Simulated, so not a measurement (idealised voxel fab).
You're looking at the process module voxel capacitor over wiring.
280 nm wide, 5 nm square cells: that's cross-section cut.
This document writes a cross-section as a grid whose cells are square, and gives it as bands, listed from the top down; one or more rows of cells form a band. Within each band entry, the heights of the top and of the bottom of the band appear first, in that order and in nm; the materials of the band then follow from left to right, each with its corresponding width in nm. The designation "throughout" on a single material indicates that it fills the band from edge to edge; the designation "empty" indicates empty space. It should be noted that heights are counted from 0, beneath which the wafer as supplied is of one material throughout, and that the lowest band possesses no lower boundary but continues downward, as written in "0..down". Graded width ("30..40"): value in top row of band = first number; value in bottom row = second number; row-to-row change constant. The designation "stayed the same", where it is given for a processing step, indicates that no cell of the cross-section was altered in the course of that step. "Sealed internal voids" lists enclosed empty spaces (at least 8 cells, no open path upward to the top), each as width x height at distance from the left edge, in nm. Post-settings text on a step line: simulator's own remark regarding the step. On any step carrying a mask, the "overlay nm" setting, if present on the step's line, tells how far right of its planned place the mask lay; negative values point to the left.
**The process steps that were planned are listed below**
- 1: RECEIVE with material Si
- 2: CONFORMAL_DEP with material SiO2, thk nm 15
- 3: CONFORMAL_DEP with material SiN, thk nm 5
- 4: DIRECTIONAL_DEP with material lowk, thk nm 20
- 5: PATTERN with tone open, mask id METAL_1, material resist, width nm 30, pitch nm 80, thk nm 15, overlay nm 0
- 6: DIRECTIONAL_ETCH with etch materials lowk, depth nm 20
- 7: DIRECTIONAL_ETCH with etch materials SiN, depth nm 5
- 8: STRIP with etch materials resist
- 9: CONFORMAL_DEP with material TiN, thk nm 5
- 10: FILL_DEP with material W, thk nm 5
- 11: CMP with height nm 40
- 12: CONFORMAL_DEP with material SiCN, thk nm 5
- 13: DIRECTIONAL_DEP with material SiO2, thk nm 10
- 14: DIRECTIONAL_DEP with material aC, thk nm 10
- 15: PATTERN with tone open, mask id PLUG_1, material resist, width nm 15, thk nm 30, overlay nm 0
- 16: DIRECTIONAL_ETCH with etch materials aC, depth nm 10
- 17: STRIP with etch materials resist
- 18: DIRECTIONAL_ETCH with etch materials SiO2, depth nm 10
- 19: DIRECTIONAL_ETCH with etch materials SiCN, depth nm 5
- 20: STRIP with etch materials aC
- 21: CONFORMAL_DEP with material TiN, thk nm 5
- 22: FILL_DEP with material Ru, thk nm 5
- 23: CMP with height nm 55
- 24: DIRECTIONAL_DEP with material TiN, thk nm 10
- 25: DIRECTIONAL_DEP with material Al2O3, thk nm 5
- 26: DIRECTIONAL_DEP with material TiN, thk nm 5
- 27: MASKED_ETCH with tone cover, mask id UPPER_PLATE, width nm 55, etch materials TiN, depth nm 5, overlay nm 0
- 28: MASKED_ETCH with tone cover, mask id UPPER_PLATE, width nm 55, etch materials Al2O3, depth nm 5, overlay nm 0
- 29: PATTERN with tone cover, mask id LOWER_PLATE, material resist, width nm 65, thk nm 15, overlay nm 0
- 30: DIRECTIONAL_ETCH with etch materials TiN, depth nm 10
- 31: STRIP with etch materials resist
- 32: FILL_DEP with material SiO2, thk nm 15
- 33: CMP with height nm 85
- 34: PATTERN with tone open, mask id PLUG_2, material resist, width nm 15, thk nm 15, overlay nm 0
- 35: DIRECTIONAL_ETCH with etch materials SiO2, depth nm 10
- 36: STRIP with etch materials resist
- 37: CONFORMAL_DEP with material TiN, thk nm 5
- 38: FILL_DEP with material Cu, thk nm 5
- 39: CMP with height nm 85
- 40: CONFORMAL_DEP with material SiCN, thk nm 5
**First of two wafers, with the run carried out as planned**
**Shown in cross-section is the wafer as received, that is, as it stands after step 1**
0..down = Si throughout
Sealed internal voids: none
**How the wafer stands in section after step 2**
15..0 = SiO2 throughout
Anything lower than 0 is untouched.
**How the wafer stands in section after step 3**
20..15 = SiN throughout
Anything lower than 15 is untouched.
**How the wafer stands in section after step 4**
40..20 = lowk throughout
Anything lower than 20 is untouched.
**How the wafer stands in section after step 5**
55..40 = 85 nm resist / 30 nm empty / 50 nm resist / 30 nm empty / 85 nm resist
Anything lower than 40 is untouched.
**How the wafer stands in section after step 6**
55..40 = 85 nm resist / 30 nm empty / 50 nm resist / 30 nm empty / 85 nm resist
40..20 = 85 nm lowk / 30 nm empty / 50 nm lowk / 30 nm empty / 85 nm lowk
Anything lower than 20 is untouched.
**How the wafer stands in section after step 7**
55..40 = 85 nm resist / 30 nm empty / 50 nm resist / 30 nm empty / 85 nm resist
40..20 = 85 nm lowk / 30 nm empty / 50 nm lowk / 30 nm empty / 85 nm lowk
20..15 = 85 nm SiN / 30 nm empty / 50 nm SiN / 30 nm empty / 85 nm SiN
Anything lower than 15 is untouched.
**How the wafer stands in section after step 8**
40..20 = 85 nm lowk / 30 nm empty / 50 nm lowk / 30 nm empty / 85 nm lowk
Anything lower than 20 is untouched.
**How the wafer stands in section after step 9**
45..40 = 90 nm TiN / 20 nm empty / 60 nm TiN / 20 nm empty / 90 nm TiN
40..20 = 85 nm lowk / 5 nm TiN / 20 nm empty / 5 nm TiN / 50 nm lowk / 5 nm TiN / 20 nm empty / 5 nm TiN / 85 nm lowk
20..15 = 85 nm SiN / 30 nm TiN / 50 nm SiN / 30 nm TiN / 85 nm SiN
Anything lower than 15 is untouched.
**How the wafer stands in section after step 10**
50..45 = W throughout
45..40 = 90 nm TiN / 20 nm W / 60 nm TiN / 20 nm W / 90 nm TiN
40..20 = 85 nm lowk / 5 nm TiN / 20 nm W / 5 nm TiN / 50 nm lowk / 5 nm TiN / 20 nm W / 5 nm TiN / 85 nm lowk
Anything lower than 20 is untouched.
**How the wafer stands in section after step 11**
40..20 = 85 nm lowk / 5 nm TiN / 20 nm W / 5 nm TiN / 50 nm lowk / 5 nm TiN / 20 nm W / 5 nm TiN / 85 nm lowk
Anything lower than 20 is untouched.
**How the wafer stands in section after step 12**
45..40 = SiCN throughout
Anything lower than 40 is untouched.
**How the wafer stands in section after step 13**
55..45 = SiO2 throughout
Anything lower than 45 is untouched.
**How the wafer stands in section after step 14**
65..55 = aC throughout
Anything lower than 55 is untouched.
**How the wafer stands in section after step 15**
95..65 = 100 nm resist / 15 nm empty / 165 nm resist
Anything lower than 65 is untouched.
**How the wafer stands in section after step 16**
85..65 = 100 nm resist / 15 nm empty / 165 nm resist
65..55 = 100 nm aC / 15 nm empty / 165 nm aC
Anything lower than 55 is untouched.
**How the wafer stands in section after step 17**
65..55 = 100 nm aC / 15 nm empty / 165 nm aC
Anything lower than 55 is untouched.
**How the wafer stands in section after step 18**
65..55 = 100 nm aC / 15 nm empty / 165 nm aC
55..45 = 100 nm SiO2 / 15 nm empty / 165 nm SiO2
Anything lower than 45 is untouched.
**How the wafer stands in section after step 19**
65..55 = 100 nm aC / 15 nm empty / 165 nm aC
55..45 = 100 nm SiO2 / 15 nm empty / 165 nm SiO2
45..40 = 100 nm SiCN / 15 nm empty / 165 nm SiCN
Anything lower than 40 is untouched.
**How the wafer stands in section after step 20**
55..45 = 100 nm SiO2 / 15 nm empty / 165 nm SiO2
Anything lower than 45 is untouched.
**How the wafer stands in section after step 21**
60..55 = 105 nm TiN / 5 nm empty / 170 nm TiN
55..45 = 100 nm SiO2 / 5 nm TiN / 5 nm empty / 5 nm TiN / 165 nm SiO2
45..40 = 100 nm SiCN / 15 nm TiN / 165 nm SiCN
Anything lower than 40 is untouched.
**How the wafer stands in section after step 22**
65..60 = Ru throughout
60..55 = 105 nm TiN / 5 nm Ru / 170 nm TiN
55..45 = 100 nm SiO2 / 5 nm TiN / 5 nm Ru / 5 nm TiN / 165 nm SiO2
Anything lower than 45 is untouched.
**How the wafer stands in section after step 23**
55..45 = 100 nm SiO2 / 5 nm TiN / 5 nm Ru / 5 nm TiN / 165 nm SiO2
Anything lower than 45 is untouched.
**How the wafer stands in section after step 24**
65..55 = TiN throughout
Anything lower than 55 is untouched.
**How the wafer stands in section after step 25**
70..65 = Al2O3 throughout
Anything lower than 65 is untouched.
**How the wafer stands in section after step 26**
75..70 = TiN throughout
Anything lower than 70 is untouched.
**How the wafer stands in section after step 27**
75..70 = 100 nm empty / 55 nm TiN / 125 nm empty
Anything lower than 70 is untouched.
**How the wafer stands in section after step 28**
75..70 = 100 nm empty / 55 nm TiN / 125 nm empty
70..65 = 100 nm empty / 55 nm Al2O3 / 125 nm empty
Anything lower than 65 is untouched.
**How the wafer stands in section after step 29**
90..75 = 95 nm empty / 65 nm resist / 120 nm empty
75..70 = 95 nm empty / 5 nm resist / 55 nm TiN / 5 nm resist / 120 nm empty
70..65 = 95 nm empty / 5 nm resist / 55 nm Al2O3 / 5 nm resist / 120 nm empty
Anything lower than 65 is untouched.
**How the wafer stands in section after step 30**
90..75 = 95 nm empty / 65 nm resist / 120 nm empty
75..70 = 95 nm empty / 5 nm resist / 55 nm TiN / 5 nm resist / 120 nm empty
70..65 = 95 nm empty / 5 nm resist / 55 nm Al2O3 / 5 nm resist / 120 nm empty
65..55 = 95 nm empty / 65 nm TiN / 120 nm empty
Anything lower than 55 is untouched.
**How the wafer stands in section after step 31**
75..70 = 100 nm empty / 55 nm TiN / 125 nm empty
70..65 = 100 nm empty / 55 nm Al2O3 / 125 nm empty
Anything lower than 65 is untouched.
**How the wafer stands in section after step 32**
90..75 = SiO2 throughout
75..70 = 100 nm SiO2 / 55 nm TiN / 125 nm SiO2
70..65 = 100 nm SiO2 / 55 nm Al2O3 / 125 nm SiO2
65..55 = 95 nm SiO2 / 65 nm TiN / 120 nm SiO2
Anything lower than 55 is untouched.
**How the wafer stands in section after step 33**
85..75 = SiO2 throughout
Anything lower than 75 is untouched.
**How the wafer stands in section after step 34**
100..85 = 110 nm resist / 15 nm empty / 155 nm resist
Anything lower than 85 is untouched.
**How the wafer stands in section after step 35**
100..85 = 110 nm resist / 15 nm empty / 155 nm resist
85..75 = 110 nm SiO2 / 15 nm empty / 155 nm SiO2
Anything lower than 75 is untouched.
**How the wafer stands in section after step 36**
85..75 = 110 nm SiO2 / 15 nm empty / 155 nm SiO2
Anything lower than 75 is untouched.
**How the wafer stands in section after step 37**
90..85 = 115 nm TiN / 5 nm empty / 160 nm TiN
85..80 = 110 nm SiO2 / 5 nm TiN / 5 nm empty / 5 nm TiN / 155 nm SiO2
80..70 = 110..100 nm SiO2 / 15..55 nm TiN / 155..125 nm SiO2
Anything lower than 70 is untouched.
**How the wafer stands in section after step 38**
95..90 = Cu throughout
90..85 = 115 nm TiN / 5 nm Cu / 160 nm TiN
85..80 = 110 nm SiO2 / 5 nm TiN / 5 nm Cu / 5 nm TiN / 155 nm SiO2
Anything lower than 80 is untouched.
**How the wafer stands in section after step 39**
85..80 = 110 nm SiO2 / 5 nm TiN / 5 nm Cu / 5 nm TiN / 155 nm SiO2
Anything lower than 80 is untouched.
**How the wafer stands in section after step 40**
90..85 = SiCN throughout
Anything lower than 85 is untouched.
**Wafer two of the pair: same origin, same plan, one error during the run; identical to wafer one up to and including step 14**
**Second wafer shown in cross-section at the time step 15 was slated to end**
95..65 = 105 nm resist / 15 nm empty / 160 nm resist
Anything lower than 65 is untouched.
**Second wafer shown in cross-section at the time step 16 was slated to end**
85..65 = 105 nm resist / 15 nm empty / 160 nm resist
65..55 = 105 nm aC / 15 nm empty / 160 nm aC
Anything lower than 55 is untouched.
**Second wafer shown in cross-section at the time step 17 was slated to end**
65..55 = 105 nm aC / 15 nm empty / 160 nm aC
Anything lower than 55 is untouched.
**Second wafer shown in cross-section at the time step 18 was slated to end**
65..55 = 105 nm aC / 15 nm empty / 160 nm aC
55..45 = 105 nm SiO2 / 15 nm empty / 160 nm SiO2
Anything lower than 45 is untouched.
**Second wafer shown in cross-section at the time step 19 was slated to end**
65..55 = 105 nm aC / 15 nm empty / 160 nm aC
55..45 = 105 nm SiO2 / 15 nm empty / 160 nm SiO2
45..40 = 105 nm SiCN / 15 nm empty / 160 nm SiCN
Anything lower than 40 is untouched.
**Second wafer shown in cross-section at the time step 20 was slated to end**
55..45 = 105 nm SiO2 / 15 nm empty / 160 nm SiO2
Anything lower than 45 is untouched.
**Second wafer shown in cross-section at the time step 21 was slated to end**
60..55 = 110 nm TiN / 5 nm empty / 165 nm TiN
55..45 = 105 nm SiO2 / 5 nm TiN / 5 nm empty / 5 nm TiN / 160 nm SiO2
45..40 = 105 nm SiCN / 15 nm TiN / 160 nm SiCN
Anything lower than 40 is untouched.
**Second wafer shown in cross-section at the time step 22 was slated to end**
65..60 = Ru throughout
60..55 = 110 nm TiN / 5 nm Ru / 165 nm TiN
55..45 = 105 nm SiO2 / 5 nm TiN / 5 nm Ru / 5 nm TiN / 160 nm SiO2
Anything lower than 45 is untouched.
**Second wafer shown in cross-section at the time step 23 was slated to end**
55..45 = 105 nm SiO2 / 5 nm TiN / 5 nm Ru / 5 nm TiN / 160 nm SiO2
Anything lower than 45 is untouched.
**Second wafer shown in cross-section at the time step 24 was slated to end**
65..55 = TiN throughout
Anything lower than 55 is untouched.
**Second wafer shown in cross-section at the time step 25 was slated to end**
70..65 = Al2O3 throughout
Anything lower than 65 is untouched.
**Second wafer shown in cross-section at the time step 26 was slated to end**
75..70 = TiN throughout
Anything lower than 70 is untouched.
**Second wafer shown in cross-section at the time step 27 was slated to end**
75..70 = 100 nm empty / 55 nm TiN / 125 nm empty
Anything lower than 70 is untouched.
**Second wafer shown in cross-section at the time step 28 was slated to end**
75..70 = 100 nm empty / 55 nm TiN / 125 nm empty
70..65 = 100 nm empty / 55 nm Al2O3 / 125 nm empty
Anything lower than 65 is untouched.
**Second wafer shown in cross-section at the time step 29 was slated to end**
90..75 = 95 nm empty / 65 nm resist / 120 nm empty
75..70 = 95 nm empty / 5 nm resist / 55 nm TiN / 5 nm resist / 120 nm empty
70..65 = 95 nm empty / 5 nm resist / 55 nm Al2O3 / 5 nm resist / 120 nm empty
Anything lower than 65 is untouched.
**Second wafer shown in cross-section at the time step 30 was slated to end**
90..75 = 95 nm empty / 65 nm resist / 120 nm empty
75..70 = 95 nm empty / 5 nm resist / 55 nm TiN / 5 nm resist / 120 nm empty
70..65 = 95 nm empty / 5 nm resist / 55 nm Al2O3 / 5 nm resist / 120 nm empty
65..55 = 95 nm empty / 65 nm TiN / 120 nm empty
Anything lower than 55 is untouched.
**Second wafer shown in cross-section at the time step 31 was slated to end**
75..70 = 100 nm empty / 55 nm TiN / 125 nm empty
70..65 = 100 nm empty / 55 nm Al2O3 / 125 nm empty
Anything lower than 65 is untouched.
**Second wafer shown in cross-section at the time step 32 was slated to end**
90..75 = SiO2 throughout
75..70 = 100 nm SiO2 / 55 nm TiN / 125 nm SiO2
70..65 = 100 nm SiO2 / 55 nm Al2O3 / 125 nm SiO2
65..55 = 95 nm SiO2 / 65 nm TiN / 120 nm SiO2
Anything lower than 55 is untouched.
**Second wafer shown in cross-section at the time step 33 was slated to end**
85..75 = SiO2 throughout
Anything lower than 75 is untouched.
**Second wafer shown in cross-section at the time step 34 was slated to end**
100..85 = 110 nm resist / 15 nm empty / 155 nm resist
Anything lower than 85 is untouched.
**Second wafer shown in cross-section at the time step 35 was slated to end**
100..85 = 110 nm resist / 15 nm empty / 155 nm resist
85..75 = 110 nm SiO2 / 15 nm empty / 155 nm SiO2
Anything lower than 75 is untouched.
**Second wafer shown in cross-section at the time step 36 was slated to end**
85..75 = 110 nm SiO2 / 15 nm empty / 155 nm SiO2
Anything lower than 75 is untouched.
**Second wafer shown in cross-section at the time step 37 was slated to end**
90..85 = 115 nm TiN / 5 nm empty / 160 nm TiN
85..80 = 110 nm SiO2 / 5 nm TiN / 5 nm empty / 5 nm TiN / 155 nm SiO2
80..70 = 110..100 nm SiO2 / 15..55 nm TiN / 155..125 nm SiO2
Anything lower than 70 is untouched.
**Second wafer shown in cross-section at the time step 38 was slated to end**
95..90 = Cu throughout
90..85 = 115 nm TiN / 5 nm Cu / 160 nm TiN
85..80 = 110 nm SiO2 / 5 nm TiN / 5 nm Cu / 5 nm TiN / 155 nm SiO2
Anything lower than 80 is untouched.
**Second wafer shown in cross-section at the time step 39 was slated to end**
85..80 = 110 nm SiO2 / 5 nm TiN / 5 nm Cu / 5 nm TiN / 155 nm SiO2
Anything lower than 80 is untouched.
**Second wafer shown in cross-section at the time step 40 was slated to end**
90..85 = SiCN throughout
Anything lower than 85 is untouched.
The plan and the run diverged here: step 15 ran as: PATTERN with tone open, mask id PLUG_1, material resist, width nm 15, thk nm 30, overlay nm 5
Tallied in cells, the final second wafer holds each material in the same quantity as the first, although not at the same places.
